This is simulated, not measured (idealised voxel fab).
Process module in this document: voxel gate over fins
Cross-section cut spans 235 nm and uses square cells 5 nm in size.
If you're reading a cross-section in this doc, picture square cells in a grid; it comes to you as bands, top ones listed first down to the bottom, and a band can be one or more rows of cells. For a band, the entry starts with two heights in nm, that of the top and then that of the bottom, and carries on with the band's materials in order from left to right, each alongside its width in nm; the word "throughout" beside a single material means it fills the band edge to edge, and "empty" means empty space. Where do heights start? At 0: under that level the wafer as delivered is made of one material only. And the lowest band has no floor; it just carries on downward, as in "0..down". A width such as "30..40" changes by the same amount from each row of cells to the next, from the band's top row to its bottom row. The designation "stayed the same", where it is given for a processing step, indicates that no cell of the cross-section was altered in the course of that step. Heads up: "Sealed cavities" only lists the empty pockets with no open path to the top that are 8 cells or more, and it writes them as width x height at distance, distance from the left edge, in nm. Past the settings on a step's line: simulator remark, on that step. overlay nm: mask offset rightward from planned place, masked step; negative means leftward offset.
# List of planned process steps
1: RECEIVE, material Si
2: CONFORMAL_DEP, material SiN, thk nm 10
3: PATTERN, tone cover, mask id FINS, material resist, width nm 15, pitch nm 45, thk nm 20, overlay nm 0
4: DIRECTIONAL_ETCH, etch materials SiN, depth nm 10
5: DIRECTIONAL_ETCH, etch materials Si, depth nm 40
6: STRIP, etch materials resist
7: FILL_DEP, material SiO2, thk nm 5
8: CMP, height nm 10
9: SELECTIVE_ETCH, etch materials SiO2, depth nm 15
10: STRIP, etch materials SiN
11: CONFORMAL_DEP, material HfO2, thk nm 5
12: CONFORMAL_DEP, material TiN, thk nm 5
13: CONFORMAL_DEP, material TiAl, thk nm 5
14: CONFORMAL_DEP, material TiN, thk nm 5
15: FILL_DEP, material W, thk nm 15
16: CMP, height nm 30
17: CONFORMAL_DEP, material SiN, thk nm 5
For this document, wafers share an identical start and vary in the step 9 depth nm; the plan quotes the first wafer's value.
# As-received state after step 1, first of several wafers, cross-section
	0..down: Si throughout
	Sealed cavities: none
# The figure below presents a cross-section of the first of several wafers at the conclusion of the module, following its last step, step 17
	35..30: SiN throughout
	30..20: W throughout
	20..15: W (65)  TiN (100)  W (70)
	15..10: TiN (70)  TiAl (90)  TiN (75)
	10..5: TiAl (75)  TiN (35)  TiAl (10)  TiN (35)  TiAl (80)
	5..0: TiN (80)  HfO2 (25)  TiN (20)  HfO2 (25)  TiN (85)
	0..-5: HfO2 (85)  Si (15)  HfO2 (30)  Si (15)  HfO2 (90)
	-5..-40: SiO2 (85)  Si (15)  SiO2 (30)  Si (15)  SiO2 (90)
	-40..down: Si throughout
	Sealed cavities: none
# Cross-section at module completion, last wafer
	35..30: SiN throughout
	30..20: W throughout
	20..15: W (65)  TiN (100)  W (70)
	15..10: W (65)  TiN (5)  TiAl (90)  TiN (5)  W (70)
	10..5: W (65)  TiN (5)  TiAl (5)  TiN (35)  TiAl (10)  TiN (35)  TiAl (5)  TiN (5)  W (70)
	5..0: W (65)  TiN (5)  TiAl (5)  TiN (5)  HfO2 (25)  TiN (5)  TiAl (10)  TiN (5)  HfO2 (25)  TiN (5)  TiAl (5)  TiN (5)  W (70)
	0..-10: W (65)  TiN (5)  TiAl (5)  TiN (5)  HfO2 (5)  Si (15)  HfO2 (5)  TiN (5)  TiAl (10)  TiN (5)  HfO2 (5)  Si (15)  HfO2 (5)  TiN (5)  TiAl (5)  TiN (5)  W (70)
	-10..-15: TiN (70)  TiAl (5)  TiN (5)  HfO2 (5)  Si (15)  HfO2 (5)  TiN (5)  TiAl (10)  TiN (5)  HfO2 (5)  Si (15)  HfO2 (5)  TiN (5)  TiAl (5)  TiN (75)
	-15..-20: TiAl (75)  TiN (5)  HfO2 (5)  Si (15)  HfO2 (5)  TiN (5)  TiAl (10)  TiN (5)  HfO2 (5)  Si (15)  HfO2 (5)  TiN (5)  TiAl (80)
	-20..-25: TiN (80)  HfO2 (5)  Si (15)  HfO2 (5)  TiN (20)  HfO2 (5)  Si (15)  HfO2 (5)  TiN (85)
	-25..-30: HfO2 (85)  Si (15)  HfO2 (30)  Si (15)  HfO2 (90)
	-30..-40: SiO2 (85)  Si (15)  SiO2 (30)  Si (15)  SiO2 (90)
	-40..down: Si throughout
	Sealed cavities: none
# Here is how to read the rows: every wafer has a row, and it shows the wafer at the end of the module, giving for each material how many cells were gained (+) or lost (-) since the wafer was received, then listing its closed voids
depth nm 15 | +51 HfO2 | -328 Si | +47 SiN | +287 SiO2 | +51 TiAl | +100 TiN | +121 W | Sealed cavities: none
depth nm 20 | +55 HfO2 | -328 Si | +47 SiN | +246 SiO2 | +55 TiAl | +106 TiN | +148 W | Sealed cavities: none
depth nm 25 | +59 HfO2 | -328 Si | +47 SiN | +205 SiO2 | +59 TiAl | +112 TiN | +175 W | Sealed cavities: none
depth nm 30 | +63 HfO2 | -328 Si | +47 SiN | +164 SiO2 | +63 TiAl | +118 TiN | +202 W | Sealed cavities: none
depth nm 35 | +67 HfO2 | -328 Si | +47 SiN | +123 SiO2 | +67 TiAl | +124 TiN | +229 W | Sealed cavities: none
depth nm 40 | +71 HfO2 | -328 Si | +47 SiN | +82 SiO2 | +71 TiAl | +130 TiN | +256 W | Sealed cavities: none
